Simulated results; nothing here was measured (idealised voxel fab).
The process module presented herein is designated voxel wiring stack.
In the cross-section labelled cut, the width is 240 nm and each square cell is 5 nm.
We lay out every cross-section as a grid of square cells and spell it out in bands from the top down, where one band means one or more rows of cells.
It is stipulated that each band's entry specify, in nanometres, the height of the top of the band and then that of its bottom, followed by the materials of the band in left-to-right sequence, each together with its width in nanometres. A single material marked by the word "everywhere" is understood to fill the band from edge to edge; the word "air" is understood to denote empty space.
Height datum 0, below which the as-received substrate wafer is one material. Lowest band open at the bottom, running downward: "top 0, no bottom".
Width "30..40": first value at the band's top row of cells, second value at its bottom row, equal change from row to row.
Given "nothing different" for a step, no cell of the cross-section differs between before and after that step.
"Closed cavity list" enumerates empty spaces isolated from the top, with no open way to it, that contain at least 8 cells, giving each as width x height at distance from the left edge, all three in nm.
Post-settings text on a step line: simulator's own remark regarding the step.
The line of a step may include "overlay nm". On a step with a mask, this value is how far to the right of its planned place the mask lay. A negative value means the mask lay to the left.
Pairs, read this way: before one process step on the one hand, after it on the other, the after cross-section ending at the lowest band that changed; the step between, settings included, beneath. Same starting wafer throughout, but possibly different runs of this module, so no pair continues from the pair above unless its entry headed "Pre-process" says so.

Pre-process
	top 95, bottom 90 | air=60; TiN=25; air=20; TiN=25; air=110
	top 90, bottom 85 | air=60; TiN=5; lowk=15; TiN=5; air=20; TiN=5; lowk=15; TiN=5; air=110
	top 85, bottom 80 | TiN=65; lowk=15; TiN=5; air=20; TiN=5; lowk=15; TiN=5; air=20; TiN=90
	top 80, bottom 65 | lowk=80; TiN=5; air=20; TiN=5; lowk=15; TiN=5; air=20; TiN=5; lowk=85
	top 65, bottom 60 | lowk=65; SiN=15; TiN=30; SiN=15; TiN=30; lowk=85
	top 60, bottom 55 | lowk=65; SiN=5; Ru=35; SiN=10; Ru=35; SiN=5; lowk=85
	top 55, bottom 50 | SiN=70; Ru=35; SiN=10; Ru=35; SiN=90
	top 50, bottom 40 | SiO2=80; Ru=15; SiO2=30; Ru=15; SiO2=100
	top 40, bottom 30 | SiCN=80..75; Ru=15..40; SiCN=30..5; Ru=15..40; SiCN=100..80
	top 30, bottom 15 | lowk=80; TiN=5; W=20; TiN=5; lowk=15; TiN=5; W=20; TiN=5; lowk=85
	top 15, bottom 10 | SiN=80; TiN=30; SiN=15; TiN=30; SiN=85
	top 10, bottom 0 | SiO2 everywhere
	top 0, no bottom | Si everywhere
	Closed cavity list: none

Post-Step Geometry
	top 105, bottom 95 | W everywhere
	top 95, bottom 90 | W=60; TiN=25; W=20; TiN=25; W=110
	top 90, bottom 85 | W=60; TiN=5; lowk=15; TiN=5; W=20; TiN=5; lowk=15; TiN=5; W=110
	top 85, bottom 80 | TiN=65; lowk=15; TiN=5; W=20; TiN=5; lowk=15; TiN=5; W=20; TiN=90
	top 80, bottom 65 | lowk=80; TiN=5; W=20; TiN=5; lowk=15; TiN=5; W=20; TiN=5; lowk=85
	All layers under 65 are left as they were.
	Closed cavity list: none
Intermediate step for the cross-sections above: FILL_DEP (material W; thk nm 10)

Pre-process: the state before this step is the cross-section shown after the step in the pair just above.

Post-Step Geometry
	top 80, bottom 65 | lowk=80; TiN=5; W=20; TiN=5; lowk=15; TiN=5; W=20; TiN=5; lowk=85
	All layers under 65 are left as they were.
	Closed cavity list: none
Intermediate step for the cross-sections above: CMP (height nm 80)

Pre-process: the state before this step is the cross-section shown after the step in the pair just above.

Post-Step Geometry
	top 85, bottom 80 | SiCN everywhere
	All layers under 80 are left as they were.
	Closed cavity list: none
Intermediate step for the cross-sections above: CONFORMAL_DEP (material SiCN; thk nm 5)

Pre-process
	top 0, no bottom | Si everywhere
	Closed cavity list: none

Post-Step Geometry
	top 5, bottom 0 | SiN everywhere
	All layers under 0 are left as they were.
	Closed cavity list: none
Intermediate step for the cross-sections above: CONFORMAL_DEP (material SiN; thk nm 5)

Pre-process: the state before this step is the cross-section shown after the step in the pair just above.

Post-Step Geometry
	top 15, bottom 5 | SiO2 everywhere
	All layers under 5 are left as they were.
	Closed cavity list: none
Intermediate step for the cross-sections above: CONFORMAL_DEP (material SiO2; thk nm 10)

Pre-process: the state before this step is the cross-section shown after the step in the pair just above.

Post-Step Geometry
	top 30, bottom 15 | lowk everywhere
	All layers under 15 are left as they were.
	Closed cavity list: none
Intermediate step for the cross-sections above: DIRECTIONAL_DEP (material lowk; thk nm 15)

Pre-process: the state before this step is the cross-section shown after the step in the pair just above.

Post-Step Geometry
	top 45, bottom 30 | aC everywhere
	All layers under 30 are left as they were.
	Closed cavity list: none
Intermediate step for the cross-sections above: DIRECTIONAL_DEP (material aC; thk nm 15)

Pre-process: the state before this step is the cross-section shown after the step in the pair just above.

Post-Step Geometry
	top 80, bottom 45 | resist=80; air=30; resist=15; air=30; resist=85
	All layers under 45 are left as they were.
	Closed cavity list: none
Intermediate step for the cross-sections above: PATTERN (tone open; mask id METAL_1; material resist; width nm 30; pitch nm 45; thk nm 35; overlay nm 0)

Pre-process: the state before this step is the cross-section shown after the step in the pair just above.

Post-Step Geometry
	top 65, bottom 45 | resist=80; air=30; resist=15; air=30; resist=85
	top 45, bottom 30 | aC=80; air=30; aC=15; air=30; aC=85
	All layers under 30 are left as they were.
	Closed cavity list: none
Intermediate step for the cross-sections above: DIRECTIONAL_ETCH (etch materials aC; depth nm 15)

Pre-process: the state before this step is the cross-section shown after the step in the pair just above.

Post-Step Geometry
	top 45, bottom 30 | aC=80; air=30; aC=15; air=30; aC=85
	All layers under 30 are left as they were.
	Closed cavity list: none
Intermediate step for the cross-sections above: STRIP (etch materials resist)

Pre-process: the state before this step is the cross-section shown after the step in the pair just above.

Post-Step Geometry
	top 45, bottom 30 | aC=80; air=30; aC=15; air=30; aC=85
	top 30, bottom 15 | lowk=80; air=30; lowk=15; air=30; lowk=85
	All layers under 15 are left as they were.
	Closed cavity list: none
Intermediate step for the cross-sections above: DIRECTIONAL_ETCH (etch materials lowk; depth nm 15)

Pre-process: the state before this step is the cross-section shown after the step in the pair just above.

Post-Step Geometry
	top 30, bottom 15 | lowk=80; air=30; lowk=15; air=30; lowk=85
	All layers under 15 are left as they were.
	Closed cavity list: none
Intermediate step for the cross-sections above: STRIP (etch materials aC)

Pre-process: the state before this step is the cross-section shown after the step in the pair just above.

Post-Step Geometry
	top 35, bottom 30 | TiN=85; air=20; TiN=25; air=20; TiN=90
	top 30, bottom 20 | lowk=80; TiN=5; air=20; TiN=5; lowk=15; TiN=5; air=20; TiN=5; lowk=85
	top 20, bottom 15 | lowk=80; TiN=30; lowk=15; TiN=30; lowk=85
	All layers under 15 are left as they were.
	Closed cavity list: none
Intermediate step for the cross-sections above: CONFORMAL_DEP (material TiN; thk nm 5)

Pre-process: the state before this step is the cross-section shown after the step in the pair just above.

Post-Step Geometry
	top 45, bottom 35 | W everywhere
	top 35, bottom 30 | TiN=85; W=20; TiN=25; W=20; TiN=90
	top 30, bottom 20 | lowk=80; TiN=5; W=20; TiN=5; lowk=15; TiN=5; W=20; TiN=5; lowk=85
	All layers under 20 are left as they were.
	Closed cavity list: none
Intermediate step for the cross-sections above: FILL_DEP (material W; thk nm 10)

Pre-process: the state before this step is the cross-section shown after the step in the pair just above.

Post-Step Geometry
	top 30, bottom 20 | lowk=80; TiN=5; W=20; TiN=5; lowk=15; TiN=5; W=20; TiN=5; lowk=85
	All layers under 20 are left as they were.
	Closed cavity list: none
Intermediate step for the cross-sections above: CMP (height nm 30)

Pre-process: the state before this step is the cross-section shown after the step in the pair just above.

Post-Step Geometry
	top 35, bottom 30 | air=75; Ru=40; air=5; Ru=40; air=80
	All layers under 30 are left as they were.
	Closed cavity list: none
Intermediate step for the cross-sections above: EPI (material Ru; thk nm 5)

Pre-process: the state before this step is the cross-section shown after the step in the pair just above.

Post-Step Geometry
	top 40, bottom 35 | SiCN everywhere
	top 35, bottom 30 | SiCN=75; Ru=40; SiCN=5; Ru=40; SiCN=80
	All layers under 30 are left as they were.
	Closed cavity list: none
Intermediate step for the cross-sections above: FILL_DEP (material SiCN; thk nm 5)

Pre-process: the state before this step is the cross-section shown after the step in the pair just above.

Post-Step Geometry
	top 50, bottom 40 | SiO2 everywhere
	All layers under 40 are left as they were.
	Closed cavity list: none
Intermediate step for the cross-sections above: DIRECTIONAL_DEP (material SiO2; thk nm 10)

Pre-process: the state before this step is the cross-section shown after the step in the pair just above.

Post-Step Geometry
	top 65, bottom 50 | aC everywhere
	All layers under 50 are left as they were.
	Closed cavity list: none
Intermediate step for the cross-sections above: DIRECTIONAL_DEP (material aC; thk nm 15)

Pre-process: the state before this step is the cross-section shown after the step in the pair just above.

Post-Step Geometry
	top 95, bottom 65 | resist=80; air=15; resist=30; air=15; resist=100
	All layers under 65 are left as they were.
	Closed cavity list: none
Intermediate step for the cross-sections above: PATTERN (tone open; mask id PLUG_1; material resist; width nm 15; pitch nm 45; thk nm 30; overlay nm 0)

Pre-process: the state before this step is the cross-section shown after the step in the pair just above.

Post-Step Geometry
	top 80, bottom 65 | resist=80; air=15; resist=30; air=15; resist=100
	top 65, bottom 50 | aC=80; air=15; aC=30; air=15; aC=100
	All layers under 50 are left as they were.
	Closed cavity list: none
Intermediate step for the cross-sections above: DIRECTIONAL_ETCH (etch materials aC; depth nm 15)

Pre-process: the state before this step is the cross-section shown after the step in the pair just above.

Post-Step Geometry
	top 65, bottom 50 | aC=80; air=15; aC=30; air=15; aC=100
	All layers under 50 are left as they were.
	Closed cavity list: none
Intermediate step for the cross-sections above: STRIP (etch materials resist)

Pre-process: the state before this step is the cross-section shown after the step in the pair just above.

Post-Step Geometry
	top 65, bottom 50 | aC=80; air=15; aC=30; air=15; aC=100
	top 50, bottom 40 | SiO2=80; air=15; SiO2=30; air=15; SiO2=100
	All layers under 40 are left as they were.
	Closed cavity list: none
Intermediate step for the cross-sections above: DIRECTIONAL_ETCH (etch materials SiO2; depth nm 10)

Pre-process: the state before this step is the cross-section shown after the step in the pair just above.

Post-Step Geometry
	top 65, bottom 50 | aC=80; air=15; aC=30; air=15; aC=100
	top 50, bottom 40 | SiO2=80; air=15; SiO2=30; air=15; SiO2=100
	top 40, bottom 35 | SiCN=80; air=15; SiCN=30; air=15; SiCN=100
	All layers under 35 are left as they were.
	Closed cavity list: none
Intermediate step for the cross-sections above: DIRECTIONAL_ETCH (etch materials SiCN; depth nm 5)

Pre-process: the state before this step is the cross-section shown after the step in the pair just above.

Post-Step Geometry
	top 50, bottom 40 | SiO2=80; air=15; SiO2=30; air=15; SiO2=100
	All layers under 40 are left as they were.
	Closed cavity list: none
Intermediate step for the cross-sections above: STRIP (etch materials aC)

Pre-process: the state before this step is the cross-section shown after the step in the pair just above.

Post-Step Geometry
	top 50, bottom 45 | SiO2=80; air=15; SiO2=30; air=15; SiO2=100
	top 45, bottom 40 | SiO2=80; Ru=15; SiO2=30; Ru=15; SiO2=100
	top 40, bottom 30 | SiCN=80..75; Ru=15..40; SiCN=30..5; Ru=15..40; SiCN=100..80
	All layers under 30 are left as they were.
	Closed cavity list: none
Intermediate step for the cross-sections above: EPI (material Ru; thk nm 10)

Pre-process: the state before this step is the cross-section shown after the step in the pair just above.

Post-Step Geometry
	top 50, bottom 40 | SiO2=80; Ru=15; SiO2=30; Ru=15; SiO2=100
	All layers under 40 are left as they were.
	Closed cavity list: none
Intermediate step for the cross-sections above: EPI (material Ru; thk nm 5)

Pre-process: the state before this step is the cross-section shown after the step in the pair just above.

Post-Step Geometry
	top 55, bottom 50 | SiN everywhere
	All layers under 50 are left as they were.
	Closed cavity list: none
Intermediate step for the cross-sections above: CONFORMAL_DEP (material SiN; thk nm 5)

Pre-process: the state before this step is the cross-section shown after the step in the pair just above.

Post-Step Geometry
	top 80, bottom 55 | lowk everywhere
	All layers under 55 are left as they were.
	Closed cavity list: none
Intermediate step for the cross-sections above: DIRECTIONAL_DEP (material lowk; thk nm 25)

Pre-process: the state before this step is the cross-section shown after the step in the pair just above.

Post-Step Geometry
	top 90, bottom 80 | aC everywhere
	All layers under 80 are left as they were.
	Closed cavity list: none
Intermediate step for the cross-sections above: DIRECTIONAL_DEP (material aC; thk nm 10)

Pre-process: the state before this step is the cross-section shown after the step in the pair just above.

Post-Step Geometry
	top 115, bottom 90 | resist=80; air=30; resist=15; air=30; resist=85
	All layers under 90 are left as they were.
	Closed cavity list: none
Intermediate step for the cross-sections above: PATTERN (tone open; mask id METAL_2; material resist; width nm 30; pitch nm 45; thk nm 25; overlay nm 0)

Pre-process: the state before this step is the cross-section shown after the step in the pair just above.

Post-Step Geometry
	top 105, bottom 90 | resist=80; air=30; resist=15; air=30; resist=85
	top 90, bottom 80 | aC=80; air=30; aC=15; air=30; aC=85
	All layers under 80 are left as they were.
	Closed cavity list: none
Intermediate step for the cross-sections above: DIRECTIONAL_ETCH (etch materials aC; depth nm 10)

Pre-process: the state before this step is the cross-section shown after the step in the pair just above.

Post-Step Geometry
	top 90, bottom 80 | aC=80; air=30; aC=15; air=30; aC=85
	All layers under 80 are left as they were.
	Closed cavity list: none
Intermediate step for the cross-sections above: STRIP (etch materials resist)

Pre-process: the state before this step is the cross-section shown after the step in the pair just above.

Post-Step Geometry
	top 90, bottom 80 | aC=80; air=30; aC=15; air=30; aC=85
	top 80, bottom 55 | lowk=80; air=30; lowk=15; air=30; lowk=85
	All layers under 55 are left as they were.
	Closed cavity list: none
Intermediate step for the cross-sections above: DIRECTIONAL_ETCH (etch materials lowk; depth nm 25)

Pre-process: the state before this step is the cross-section shown after the step in the pair just above.

Post-Step Geometry
	top 90, bottom 80 | aC=80; air=30; aC=15; air=30; aC=85
	top 80, bottom 55 | lowk=80; air=30; lowk=15; air=30; lowk=85
	top 55, bottom 50 | SiN=80; air=30; SiN=15; air=30; SiN=85
	All layers under 50 are left as they were.
	Closed cavity list: none
Intermediate step for the cross-sections above: DIRECTIONAL_ETCH (etch materials SiN; depth nm 5)

Pre-process: the state before this step is the cross-section shown after the step in the pair just above.

Post-Step Geometry
	top 80, bottom 55 | lowk=80; air=30; lowk=15; air=30; lowk=85
	All layers under 55 are left as they were.
	Closed cavity list: none
Intermediate step for the cross-sections above: STRIP (etch materials aC)

Pre-process: the state before this step is the cross-section shown after the step in the pair just above.

Post-Step Geometry
	top 85, bottom 80 | TiN=85; air=20; TiN=25; air=20; TiN=90
	top 80, bottom 55 | lowk=80; TiN=5; air=20; TiN=5; lowk=15; TiN=5; air=20; TiN=5; lowk=85
	top 55, bottom 50 | SiN=80; TiN=30; SiN=15; TiN=30; SiN=85
	All layers under 50 are left as they were.
	Closed cavity list: none
Intermediate step for the cross-sections above: CONFORMAL_DEP (material TiN; thk nm 5)

Pre-process: the state before this step is the cross-section shown after the step in the pair just above.

Post-Step Geometry
	top 95, bottom 85 | W everywhere
	top 85, bottom 80 | TiN=85; W=20; TiN=25; W=20; TiN=90
	top 80, bottom 55 | lowk=80; TiN=5; W=20; TiN=5; lowk=15; TiN=5; W=20; TiN=5; lowk=85
	All layers under 55 are left as they were.
	Closed cavity list: none
Intermediate step for the cross-sections above: FILL_DEP (material W; thk nm 10)

Pre-process: the state before this step is the cross-section shown after the step in the pair just above.

Post-Step Geometry
	top 80, bottom 55 | lowk=80; TiN=5; W=20; TiN=5; lowk=15; TiN=5; W=20; TiN=5; lowk=85
	All layers under 55 are left as they were.
	Closed cavity list: none
Intermediate step for the cross-sections above: CMP (height nm 80)

Pre-process: the state before this step is the cross-section shown after the step in the pair just above.

Post-Step Geometry
	top 85, bottom 80 | SiCN everywhere
	All layers under 80 are left as they were.
	Closed cavity list: none
Intermediate step for the cross-sections above: CONFORMAL_DEP (material SiCN; thk nm 5)

Pre-process
	top 0, no bottom | Si everywhere
	Closed cavity list: none

Post-Step Geometry
	top 5, bottom 0 | SiO2 everywhere
	All layers under 0 are left as they were.
	Closed cavity list: none
Intermediate step for the cross-sections above: CONFORMAL_DEP (material SiO2; thk nm 5)

Pre-process: the state before this step is the cross-section shown after the step in the pair just above.

Post-Step Geometry
	top 10, bottom 5 | SiN everywhere
	All layers under 5 are left as they were.
	Closed cavity list: none
Intermediate step for the cross-sections above: CONFORMAL_DEP (material SiN; thk nm 5)

Pre-process: the state before this step is the cross-section shown after the step in the pair just above.

Post-Step Geometry
	top 25, bottom 10 | lowk everywhere
	All layers under 10 are left as they were.
	Closed cavity list: none
Intermediate step for the cross-sections above: DIRECTIONAL_DEP (material lowk; thk nm 15)

Pre-process: the state before this step is the cross-section shown after the step in the pair just above.

Post-Step Geometry
	top 40, bottom 25 | aC everywhere
	All layers under 25 are left as they were.
	Closed cavity list: none
Intermediate step for the cross-sections above: DIRECTIONAL_DEP (material aC; thk nm 15)

Pre-process: the state before this step is the cross-section shown after the step in the pair just above.

Post-Step Geometry
	top 75, bottom 40 | resist=80; air=30; resist=15; air=30; resist=85
	All layers under 40 are left as they were.
	Closed cavity list: none
Intermediate step for the cross-sections above: PATTERN (tone open; mask id METAL_1; material resist; width nm 30; pitch nm 45; thk nm 35; overlay nm 0)

Pre-process: the state before this step is the cross-section shown after the step in the pair just above.

Post-Step Geometry
	top 60, bottom 40 | resist=80; air=30; resist=15; air=30; resist=85
	top 40, bottom 25 | aC=80; air=30; aC=15; air=30; aC=85
	All layers under 25 are left as they were.
	Closed cavity list: none
Intermediate step for the cross-sections above: DIRECTIONAL_ETCH (etch materials aC; depth nm 15)

Pre-process: the state before this step is the cross-section shown after the step in the pair just above.

Post-Step Geometry
	top 40, bottom 25 | aC=80; air=30; aC=15; air=30; aC=85
	All layers under 25 are left as they were.
	Closed cavity list: none
Intermediate step for the cross-sections above: STRIP (etch materials resist)

Pre-process: the state before this step is the cross-section shown after the step in the pair just above.

Post-Step Geometry
	top 40, bottom 25 | aC=80; air=30; aC=15; air=30; aC=85
	top 25, bottom 10 | lowk=80; air=30; lowk=15; air=30; lowk=85
	All layers under 10 are left as they were.
	Closed cavity list: none
Intermediate step for the cross-sections above: DIRECTIONAL_ETCH (etch materials lowk; depth nm 15)

Pre-process: the state before this step is the cross-section shown after the step in the pair just above.

Post-Step Geometry
	top 40, bottom 25 | aC=80; air=30; aC=15; air=30; aC=85
	top 25, bottom 10 | lowk=80; air=30; lowk=15; air=30; lowk=85
	top 10, bottom 5 | SiN=80; air=30; SiN=15; air=30; SiN=85
	All layers under 5 are left as they were.
	Closed cavity list: none
Intermediate step for the cross-sections above: DIRECTIONAL_ETCH (etch materials SiN; depth nm 5)

Pre-process: the state before this step is the cross-section shown after the step in the pair just above.

Post-Step Geometry
	top 25, bottom 10 | lowk=80; air=30; lowk=15; air=30; lowk=85
	All layers under 10 are left as they were.
	Closed cavity list: none
Intermediate step for the cross-sections above: STRIP (etch materials aC)

Pre-process: the state before this step is the cross-section shown after the step in the pair just above.

Post-Step Geometry
	top 30, bottom 25 | TiN=85; air=20; TiN=25; air=20; TiN=90
	top 25, bottom 10 | lowk=80; TiN=5; air=20; TiN=5; lowk=15; TiN=5; air=20; TiN=5; lowk=85
	top 10, bottom 5 | SiN=80; TiN=30; SiN=15; TiN=30; SiN=85
	All layers under 5 are left as they were.
	Closed cavity list: none
Intermediate step for the cross-sections above: CONFORMAL_DEP (material TiN; thk nm 5)

Pre-process: the state before this step is the cross-section shown after the step in the pair just above.

Post-Step Geometry
	top 40, bottom 30 | W everywhere
	top 30, bottom 25 | TiN=85; W=20; TiN=25; W=20; TiN=90
	top 25, bottom 10 | lowk=80; TiN=5; W=20; TiN=5; lowk=15; TiN=5; W=20; TiN=5; lowk=85
	All layers under 10 are left as they were.
	Closed cavity list: none
Intermediate step for the cross-sections above: FILL_DEP (material W; thk nm 10)

Pre-process: the state before this step is the cross-section shown after the step in the pair just above.

Post-Step Geometry
	top 30, bottom 25 | TiN=85; W=20; TiN=25; W=20; TiN=90
	All layers under 25 are left as they were.
	Closed cavity list: none
Intermediate step for the cross-sections above: CMP (height nm 30)

Pre-process: the state before this step is the cross-section shown after the step in the pair just above.

Post-Step Geometry
	top 35, bottom 30 | Ru everywhere
	All layers under 30 are left as they were.
	Closed cavity list: none
Intermediate step for the cross-sections above: EPI (material Ru; thk nm 5)

Pre-process: the state before this step is the cross-section shown after the step in the pair just above.

Post-Step Geometry
	top 40, bottom 35 | SiCN everywhere
	All layers under 35 are left as they were.
	Closed cavity list: none
Intermediate step for the cross-sections above: FILL_DEP (material SiCN; thk nm 5)

Pre-process: the state before this step is the cross-section shown after the step in the pair just above.

Post-Step Geometry
	top 50, bottom 40 | SiO2 everywhere
	All layers under 40 are left as they were.
	Closed cavity list: none
Intermediate step for the cross-sections above: DIRECTIONAL_DEP (material SiO2; thk nm 10)

Pre-process: the state before this step is the cross-section shown after the step in the pair just above.

Post-Step Geometry
	top 65, bottom 50 | aC everywhere
	All layers under 50 are left as they were.
	Closed cavity list: none
Intermediate step for the cross-sections above: DIRECTIONAL_DEP (material aC; thk nm 15)

Pre-process: the state before this step is the cross-section shown after the step in the pair just above.

Post-Step Geometry
	top 95, bottom 65 | resist=80; air=15; resist=30; air=15; resist=100
	All layers under 65 are left as they were.
	Closed cavity list: none
Intermediate step for the cross-sections above: PATTERN (tone open; mask id PLUG_1; material resist; width nm 15; pitch nm 45; thk nm 30; overlay nm 0)

Pre-process: the state before this step is the cross-section shown after the step in the pair just above.

Post-Step Geometry
	top 80, bottom 65 | resist=80; air=15; resist=30; air=15; resist=100
	top 65, bottom 50 | aC=80; air=15; aC=30; air=15; aC=100
	All layers under 50 are left as they were.
	Closed cavity list: none
Intermediate step for the cross-sections above: DIRECTIONAL_ETCH (etch materials aC; depth nm 15)

Pre-process: the state before this step is the cross-section shown after the step in the pair just above.

Post-Step Geometry
	top 65, bottom 50 | aC=80; air=15; aC=30; air=15; aC=100
	All layers under 50 are left as they were.
	Closed cavity list: none
Intermediate step for the cross-sections above: STRIP (etch materials resist)

Pre-process: the state before this step is the cross-section shown after the step in the pair just above.

Post-Step Geometry
	top 65, bottom 50 | aC=80; air=15; aC=30; air=15; aC=100
	top 50, bottom 40 | SiO2=80; air=15; SiO2=30; air=15; SiO2=100
	All layers under 40 are left as they were.
	Closed cavity list: none
Intermediate step for the cross-sections above: DIRECTIONAL_ETCH (etch materials SiO2; depth nm 10)

Pre-process: the state before this step is the cross-section shown after the step in the pair just above.

Post-Step Geometry
	top 65, bottom 50 | aC=80; air=15; aC=30; air=15; aC=100
	top 50, bottom 40 | SiO2=80; air=15; SiO2=30; air=15; SiO2=100
	top 40, bottom 35 | SiCN=80; air=15; SiCN=30; air=15; SiCN=100
	All layers under 35 are left as they were.
	Closed cavity list: none
Intermediate step for the cross-sections above: DIRECTIONAL_ETCH (etch materials SiCN; depth nm 5)

Pre-process: the state before this step is the cross-section shown after the step in the pair just above.

Post-Step Geometry
	top 50, bottom 40 | SiO2=80; air=15; SiO2=30; air=15; SiO2=100
	All layers under 40 are left as they were.
	Closed cavity list: none
Intermediate step for the cross-sections above: STRIP (etch materials aC)

Pre-process: the state before this step is the cross-section shown after the step in the pair just above.

Post-Step Geometry
	top 50, bottom 45 | SiO2=80; air=15; SiO2=30; air=15; SiO2=100
	top 45, bottom 40 | SiO2=80; Ru=15; SiO2=30; Ru=15; SiO2=100
	top 40, bottom 35 | SiCN=80; Ru=15; SiCN=30; Ru=15; SiCN=100
	All layers under 35 are left as they were.
	Closed cavity list: none
Intermediate step for the cross-sections above: EPI (material Ru; thk nm 10)

Pre-process: the state before this step is the cross-section shown after the step in the pair just above.

Post-Step Geometry
	top 50, bottom 40 | SiO2=80; Ru=15; SiO2=30; Ru=15; SiO2=100
	All layers under 40 are left as they were.
	Closed cavity list: none
Intermediate step for the cross-sections above: EPI (material Ru; thk nm 5)

Pre-process: the state before this step is the cross-section shown after the step in the pair just above.

Post-Step Geometry
	top 55, bottom 50 | SiN everywhere
	All layers under 50 are left as they were.
	Closed cavity list: none
Intermediate step for the cross-sections above: CONFORMAL_DEP (material SiN; thk nm 5)

Pre-process: the state before this step is the cross-section shown after the step in the pair just above.

Post-Step Geometry
	top 80, bottom 55 | lowk everywhere
	All layers under 55 are left as they were.
	Closed cavity list: none
Intermediate step for the cross-sections above: DIRECTIONAL_DEP (material lowk; thk nm 25)

Pre-process: the state before this step is the cross-section shown after the step in the pair just above.

Post-Step Geometry
	top 90, bottom 80 | aC everywhere
	All layers under 80 are left as they were.
	Closed cavity list: none
Intermediate step for the cross-sections above: DIRECTIONAL_DEP (material aC; thk nm 10)

Pre-process: the state before this step is the cross-section shown after the step in the pair just above.

Post-Step Geometry
	top 115, bottom 90 | resist=80; air=30; resist=15; air=30; resist=85
	All layers under 90 are left as they were.
	Closed cavity list: none
Intermediate step for the cross-sections above: PATTERN (tone open; mask id METAL_2; material resist; width nm 30; pitch nm 45; thk nm 25; overlay nm 0)

Pre-process: the state before this step is the cross-section shown after the step in the pair just above.

Post-Step Geometry
	top 105, bottom 90 | resist=80; air=30; resist=15; air=30; resist=85
	top 90, bottom 80 | aC=80; air=30; aC=15; air=30; aC=85
	All layers under 80 are left as they were.
	Closed cavity list: none
Intermediate step for the cross-sections above: DIRECTIONAL_ETCH (etch materials aC; depth nm 10)

Pre-process: the state before this step is the cross-section shown after the step in the pair just above.

Post-Step Geometry
	top 90, bottom 80 | aC=80; air=30; aC=15; air=30; aC=85
	All layers under 80 are left as they were.
	Closed cavity list: none
Intermediate step for the cross-sections above: STRIP (etch materials resist)

Pre-process: the state before this step is the cross-section shown after the step in the pair just above.

Post-Step Geometry
	top 90, bottom 80 | aC=80; air=30; aC=15; air=30; aC=85
	top 80, bottom 55 | lowk=80; air=30; lowk=15; air=30; lowk=85
	All layers under 55 are left as they were.
	Closed cavity list: none
Intermediate step for the cross-sections above: DIRECTIONAL_ETCH (etch materials lowk; depth nm 25)

Pre-process: the state before this step is the cross-section shown after the step in the pair just above.

Post-Step Geometry
	top 90, bottom 80 | aC=80; air=30; aC=15; air=30; aC=85
	top 80, bottom 55 | lowk=80; air=30; lowk=15; air=30; lowk=85
	top 55, bottom 50 | SiN=80; air=30; SiN=15; air=30; SiN=85
	All layers under 50 are left as they were.
	Closed cavity list: none
Intermediate step for the cross-sections above: DIRECTIONAL_ETCH (etch materials SiN; depth nm 5)

Pre-process: the state before this step is the cross-section shown after the step in the pair just above.

Post-Step Geometry
	top 80, bottom 55 | lowk=80; air=30; lowk=15; air=30; lowk=85
	All layers under 55 are left as they were.
	Closed cavity list: none
Intermediate step for the cross-sections above: STRIP (etch materials aC)

Pre-process: the state before this step is the cross-section shown after the step in the pair just above.

Post-Step Geometry
	top 85, bottom 80 | TiN=85; air=20; TiN=25; air=20; TiN=90
	top 80, bottom 55 | lowk=80; TiN=5; air=20; TiN=5; lowk=15; TiN=5; air=20; TiN=5; lowk=85
	top 55, bottom 50 | SiN=80; TiN=30; SiN=15; TiN=30; SiN=85
	All layers under 50 are left as they were.
	Closed cavity list: none
Intermediate step for the cross-sections above: CONFORMAL_DEP (material TiN; thk nm 5)

Pre-process: the state before this step is the cross-section shown after the step in the pair just above.

Post-Step Geometry
	top 95, bottom 85 | W everywhere
	top 85, bottom 80 | TiN=85; W=20; TiN=25; W=20; TiN=90
	top 80, bottom 55 | lowk=80; TiN=5; W=20; TiN=5; lowk=15; TiN=5; W=20; TiN=5; lowk=85
	All layers under 55 are left as they were.
	Closed cavity list: none
Intermediate step for the cross-sections above: FILL_DEP (material W; thk nm 10)

Pre-process: the state before this step is the cross-section shown after the step in the pair just above.

Post-Step Geometry
	top 80, bottom 55 | lowk=80; TiN=5; W=20; TiN=5; lowk=15; TiN=5; W=20; TiN=5; lowk=85
	All layers under 55 are left as they were.
	Closed cavity list: none
Intermediate step for the cross-sections above: CMP (height nm 80)

Pre-process: the state before this step is the cross-section shown after the step in the pair just above.

Post-Step Geometry
	top 85, bottom 80 | SiCN everywhere
	All layers under 80 are left as they were.
	Closed cavity list: none
Intermediate step for the cross-sections above: CONFORMAL_DEP (material SiCN; thk nm 5)

Pre-process
	top 65, bottom 50 | aC everywhere
	top 50, bottom 40 | SiO2 everywhere
	top 40, bottom 35 | SiCN everywhere
	top 35, bottom 30 | SiCN=75; Ru=40; SiCN=5; Ru=40; SiCN=80
	top 30, bottom 15 | lowk=80; TiN=5; W=20; TiN=5; lowk=15; TiN=5; W=20; TiN=5; lowk=85
	top 15, bottom 10 | SiN=80; TiN=30; SiN=15; TiN=30; SiN=85
	top 10, bottom 0 | SiO2 everywhere
	top 0, no bottom | Si everywhere
	Closed cavity list: none

Post-Step Geometry
	top 95, bottom 65 | resist=80; air=20; resist=25; air=20; resist=95
	All layers under 65 are left as they were.
	Closed cavity list: none
Intermediate step for the cross-sections above: PATTERN (tone open; mask id PLUG_1; material resist; width nm 20; pitch nm 45; thk nm 30; overlay nm 0)

Pre-process: the state before this step is the cross-section shown after the step in the pair just above.

Post-Step Geometry
	top 80, bottom 65 | resist=80; air=20; resist=25; air=20; resist=95
	top 65, bottom 50 | aC=80; air=20; aC=25; air=20; aC=95
	All layers under 50 are left as they were.
	Closed cavity list: none
Intermediate step for the cross-sections above: DIRECTIONAL_ETCH (etch materials aC; depth nm 15)

Pre-process: the state before this step is the cross-section shown after the step in the pair just above.

Post-Step Geometry
	top 65, bottom 50 | aC=80; air=20; aC=25; air=20; aC=95
	All layers under 50 are left as they were.
	Closed cavity list: none
Intermediate step for the cross-sections above: STRIP (etch materials resist)

Pre-process: the state before this step is the cross-section shown after the step in the pair just above.

Post-Step Geometry
	top 65, bottom 50 | aC=80; air=20; aC=25; air=20; aC=95
	top 50, bottom 40 | SiO2=80; air=20; SiO2=25; air=20; SiO2=95
	All layers under 40 are left as they were.
	Closed cavity list: none
Intermediate step for the cross-sections above: DIRECTIONAL_ETCH (etch materials SiO2; depth nm 10)

Pre-process: the state before this step is the cross-section shown after the step in the pair just above.

Post-Step Geometry
	top 65, bottom 50 | aC=80; air=20; aC=25; air=20; aC=95
	top 50, bottom 40 | SiO2=80; air=20; SiO2=25; air=20; SiO2=95
	top 40, bottom 35 | SiCN=80; air=20; SiCN=25; air=20; SiCN=95
	All layers under 35 are left as they were.
	Closed cavity list: none
Intermediate step for the cross-sections above: DIRECTIONAL_ETCH (etch materials SiCN; depth nm 5)
